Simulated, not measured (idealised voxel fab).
Proc. module: voxel wiring stack
Shown is cross-section cut, with a width of 225 nm and square cells of size 5 nm.
Cross-sections here: square-cell grids, written as top-down lists of bands, a band being one or more rows of cells.
Within each band entry, the heights of the top and of the bottom of the band appear first, in that order and in nm; the materials of the band then follow from left to right, each with its corresponding width in nm. The designation "all across" on a single material indicates that it fills the band from edge to edge; the designation "empty" indicates empty space.
Height reference: 0 = level under which incoming wafer is all one material. Lowest band: no bottom, runs on downward, e.g. "0 -> down".
A width given as "30 to 40" starts at the first number in the band's top row and ends at the second number in its bottom row, shifting by an equal amount at every step from row to row.
For the purposes of this document, the phrase "left unchanged" attached to a step denotes that no cell within the cross-section was modified by that step.
Entry "Fully closed voids" = empty spaces >= 8 cells with no open way to the top; each as width x height at distance, distance from left edge, all nm.
Read whatever lies past the settings on a step's line as the simulator's own remark about the step.
Among the settings permitted on a step's line is "overlay nm"; applied to a step with a mask, it specifies the extent to which the mask lay to the right of its planned position, whereas a negative figure signifies a position to the left.

Intended process steps
step 1: op RECEIVE | material Si
step 2: op CONFORMAL_DEP | material SiO2 | thk nm 15
step 3: op CONFORMAL_DEP | material SiN | thk nm 5
step 4: op DIRECTIONAL_DEP | material lowk | thk nm 25
step 5: op MASKED_ETCH | tone open | mask id METAL_1 | width nm 20 | pitch nm 35 | etch materials lowk | depth nm 25 | overlay nm 0
step 6: op MASKED_ETCH | tone open | mask id METAL_1 | width nm 20 | pitch nm 35 | etch materials SiN | depth nm 5 | overlay nm 0
step 7: op CONFORMAL_DEP | material TiN | thk nm 5
step 8: op FILL_DEP | material Cu | thk nm 5
step 9: op CMP | height nm 45
step 10: op CONFORMAL_DEP | material SiCN | thk nm 5
step 11: op DIRECTIONAL_DEP | material lowk | thk nm 20
step 12: op DIRECTIONAL_DEP | material aC | thk nm 15
step 13: op PATTERN | tone open | mask id PLUG_1 | material resist | width nm 15 | pitch nm 35 | thk nm 35 | overlay nm 0
step 14: op DIRECTIONAL_ETCH | etch materials aC | depth nm 15
step 15: op STRIP | etch materials resist
step 16: op DIRECTIONAL_ETCH | etch materials lowk | depth nm 20
step 17: op DIRECTIONAL_ETCH | etch materials SiCN | depth nm 5
step 18: op STRIP | etch materials aC
step 19: op EPI | material Ru | thk nm 10
step 20: op EPI | material Ru | thk nm 10
step 21: op EPI | material Ru | thk nm 5
step 22: op DIRECTIONAL_DEP | material TiN | thk nm 5
step 23: op DIRECTIONAL_DEP | material W | thk nm 25
step 24: op MASKED_ETCH | tone cover | mask id METAL_2 | width nm 20 | pitch nm 35 | etch materials W | depth nm 25 | overlay nm 0
step 25: op MASKED_ETCH | tone cover | mask id METAL_2 | width nm 20 | pitch nm 35 | etch materials TiN | depth nm 5 | overlay nm 0
step 26: op CONFORMAL_DEP | material SiCN | thk nm 5
step 27: op FILL_DEP | material SiO2 | thk nm 10
step 28: op CMP | height nm 100
step 29: op CONFORMAL_DEP | material SiCN | thk nm 5
step 30: op DIRECTIONAL_DEP | material SiO2 | thk nm 35
step 31: op MASKED_ETCH | tone open | mask id METAL_3_HOLES | width nm 15 | pitch nm 35 | etch materials SiO2 | depth nm 35 | overlay nm 0
step 32: op PATTERN | tone open | mask id METAL_3 | material resist | width nm 20 | pitch nm 35 | thk nm 15 | overlay nm 0
step 33: op DIRECTIONAL_ETCH | etch materials SiO2 | depth nm 20
step 34: op DIRECTIONAL_ETCH | etch materials SiCN | depth nm 5
step 35: op STRIP | etch materials resist
step 36: op CONFORMAL_DEP | material TiN | thk nm 5
step 37: op FILL_DEP | material Cu | thk nm 5
step 38: op CMP | height nm 140
step 39: op CONFORMAL_DEP | material SiCN | thk nm 5
step 40: op DIRECTIONAL_DEP | material lowk | thk nm 15
step 41: op DIRECTIONAL_DEP | material aC | thk nm 10
step 42: op PATTERN | tone open | mask id PLUG_3 | material resist | width nm 15 | pitch nm 35 | thk nm 30 | overlay nm 0
step 43: op DIRECTIONAL_ETCH | etch materials aC | depth nm 10
step 44: op STRIP | etch materials resist
step 45: op DIRECTIONAL_ETCH | etch materials lowk | depth nm 15
step 46: op DIRECTIONAL_ETCH | etch materials SiCN | depth nm 5
step 47: op STRIP | etch materials aC
step 48: op EPI | material Ru | thk nm 10
step 49: op EPI | material Ru | thk nm 10
step 50: op CONFORMAL_DEP | material SiCN | thk nm 5
step 51: op DIRECTIONAL_DEP | material lowk | thk nm 20
step 52: op PATTERN | tone open | mask id METAL_4 | material resist | width nm 20 | pitch nm 35 | thk nm 15 | overlay nm 0
step 53: op DIRECTIONAL_ETCH | etch materials lowk | depth nm 20
step 54: op DIRECTIONAL_ETCH | etch materials SiCN | depth nm 5
step 55: op STRIP | etch materials resist
step 56: op CONFORMAL_DEP | material TiN | thk nm 5
step 57: op FILL_DEP | material Cu | thk nm 5
step 58: op CMP | height nm 185
step 59: op CONFORMAL_DEP | material SiN | thk nm 5

Wafer as received: cross-section following step 1
	0 -> down  Si all across
	Fully closed voids: none

Cross-section: first of two wafers, module finished, run according to plan
	190 -> 185  SiN all across
	185 -> 165  lowk=50, then TiN=5, then Cu=10, then TiN=5, then lowk=15, then TiN=5, then Cu=10, then TiN=5, then lowk=15, then TiN=5, then Cu=10, then TiN=5, then lowk=15, then TiN=5, then Cu=10, then TiN=5, then lowk=50
	165 -> 160  SiCN=50, then TiN=20, then SiCN=15, then TiN=20, then SiCN=15, then TiN=20, then SiCN=15, then TiN=20, then SiCN=50
	160 -> 145  lowk=50, then Ru=15, then lowk=20, then Ru=15, then lowk=20, then Ru=15, then lowk=20, then Ru=15, then lowk=55
	145 -> 140  SiCN=50, then Ru=15, then SiCN=20, then Ru=15, then SiCN=20, then Ru=15, then SiCN=20, then Ru=15, then SiCN=55
	140 -> 125  SiO2=50, then TiN=5, then Cu=10, then TiN=5, then SiO2=15, then TiN=5, then Cu=10, then TiN=5, then SiO2=15, then TiN=5, then Cu=10, then TiN=5, then SiO2=15, then TiN=5, then Cu=10, then TiN=5, then SiO2=50
	125 -> 120  SiO2=50, then TiN=5, then Cu=5, then TiN=10, then SiO2=15, then TiN=5, then Cu=5, then TiN=10, then SiO2=15, then TiN=5, then Cu=5, then TiN=10, then SiO2=15, then TiN=5, then Cu=5, then TiN=10, then SiO2=50
	120 -> 105  SiO2=50, then TiN=5, then Cu=5, then TiN=5, then SiO2=20, then TiN=5, then Cu=5, then TiN=5, then SiO2=20, then TiN=5, then Cu=5, then TiN=5, then SiO2=20, then TiN=5, then Cu=5, then TiN=5, then SiO2=55
	105 -> 100  SiCN=50, then TiN=15, then SiCN=20, then TiN=15, then SiCN=20, then TiN=15, then SiCN=20, then TiN=15, then SiCN=55
	100 -> 75  SiO2=45, then SiCN=5, then W=20, then SiCN=5, then SiO2=5, then SiCN=5, then W=20, then SiCN=5, then SiO2=5, then SiCN=5, then W=20, then SiCN=5, then SiO2=5, then SiCN=5, then W=20, then SiCN=5, then SiO2=45
	75 -> 70  SiCN=50, then TiN=20, then SiCN=15, then TiN=20, then SiCN=15, then TiN=20, then SiCN=15, then TiN=20, then SiCN=50
	70 -> 50  lowk=50, then Ru=15, then lowk=20, then Ru=15, then lowk=20, then Ru=15, then lowk=20, then Ru=15, then lowk=55
	50 -> 45  SiCN=50, then Ru=15, then SiCN=20, then Ru=15, then SiCN=20, then Ru=15, then SiCN=20, then Ru=15, then SiCN=55
	45 -> 20  lowk=50, then TiN=5, then Cu=10, then TiN=5, then lowk=15, then TiN=5, then Cu=10, then TiN=5, then lowk=15, then TiN=5, then Cu=10, then TiN=5, then lowk=15, then TiN=5, then Cu=10, then TiN=5, then lowk=50
	20 -> 15  SiN=50, then TiN=20, then SiN=15, then TiN=20, then SiN=15, then TiN=20, then SiN=15, then TiN=20, then SiN=50
	15 -> 0  SiO2 all across
	0 -> down  Si all across
	Fully closed voids: none

Second wafer through the module, sectioned at the end: same beginning and same plan as the first wafer, with one mistake in carrying it out
	190 -> 185  SiN all across
	185 -> 165  lowk=50, then TiN=5, then Cu=10, then TiN=5, then lowk=15, then TiN=5, then Cu=10, then TiN=5, then lowk=15, then TiN=5, then Cu=10, then TiN=5, then lowk=15, then TiN=5, then Cu=10, then TiN=5, then lowk=50
	165 -> 160  SiCN=50, then TiN=20, then SiCN=15, then TiN=20, then SiCN=15, then TiN=20, then SiCN=15, then TiN=20, then SiCN=50
	160 -> 145  lowk=50, then Ru=15, then lowk=20, then Ru=15, then lowk=20, then Ru=15, then lowk=20, then Ru=15, then lowk=55
	145 -> 140  SiCN=50, then Ru=15, then SiCN=20, then Ru=15, then SiCN=20, then Ru=15, then SiCN=20, then Ru=15, then SiCN=55
	140 -> 125  SiO2=50, then TiN=5, then Cu=10, then TiN=5, then SiO2=15, then TiN=5, then Cu=10, then TiN=5, then SiO2=15, then TiN=5, then Cu=10, then TiN=5, then SiO2=15, then TiN=5, then Cu=10, then TiN=5, then SiO2=50
	125 -> 120  SiO2=50, then TiN=10, then Cu=5, then TiN=5, then SiO2=15, then TiN=10, then Cu=5, then TiN=5, then SiO2=15, then TiN=10, then Cu=5, then TiN=5, then SiO2=15, then TiN=10, then Cu=5, then TiN=5, then SiO2=50
	120 -> 105  SiO2=55, then TiN=5, then Cu=5, then TiN=5, then SiO2=20, then TiN=5, then Cu=5, then TiN=5, then SiO2=20, then TiN=5, then Cu=5, then TiN=5, then SiO2=20, then TiN=5, then Cu=5, then TiN=5, then SiO2=50
	105 -> 100  SiCN=55, then TiN=15, then SiCN=20, then TiN=15, then SiCN=20, then TiN=15, then SiCN=20, then TiN=15, then SiCN=50
	100 -> 75  SiO2=45, then SiCN=5, then W=20, then SiCN=5, then SiO2=5, then SiCN=5, then W=20, then SiCN=5, then SiO2=5, then SiCN=5, then W=20, then SiCN=5, then SiO2=5, then SiCN=5, then W=20, then SiCN=5, then SiO2=45
	75 -> 70  SiCN=50, then TiN=20, then SiCN=15, then TiN=20, then SiCN=15, then TiN=20, then SiCN=15, then TiN=20, then SiCN=50
	70 -> 50  lowk=50, then Ru=15, then lowk=20, then Ru=15, then lowk=20, then Ru=15, then lowk=20, then Ru=15, then lowk=55
	50 -> 45  SiCN=50, then Ru=15, then SiCN=20, then Ru=15, then SiCN=20, then Ru=15, then SiCN=20, then Ru=15, then SiCN=55
	45 -> 20  lowk=50, then TiN=5, then Cu=10, then TiN=5, then lowk=15, then TiN=5, then Cu=10, then TiN=5, then lowk=15, then TiN=5, then Cu=10, then TiN=5, then lowk=15, then TiN=5, then Cu=10, then TiN=5, then lowk=50
	20 -> 15  SiN=50, then TiN=20, then SiN=15, then TiN=20, then SiN=15, then TiN=20, then SiN=15, then TiN=20, then SiN=50
	15 -> 0  SiO2 all across
	0 -> down  Si all across
	Fully closed voids: none
The mistake made against the process plan was this: contrary to plan, step 31 was performed as op MASKED_ETCH | tone open | mask id METAL_3_HOLES | width nm 15 | pitch nm 35 | etch materials SiO2 | depth nm 35 | overlay nm 5
At the end, each material covers as many cells on the second wafer as it does on the first, though the cells it covers are elsewhere.
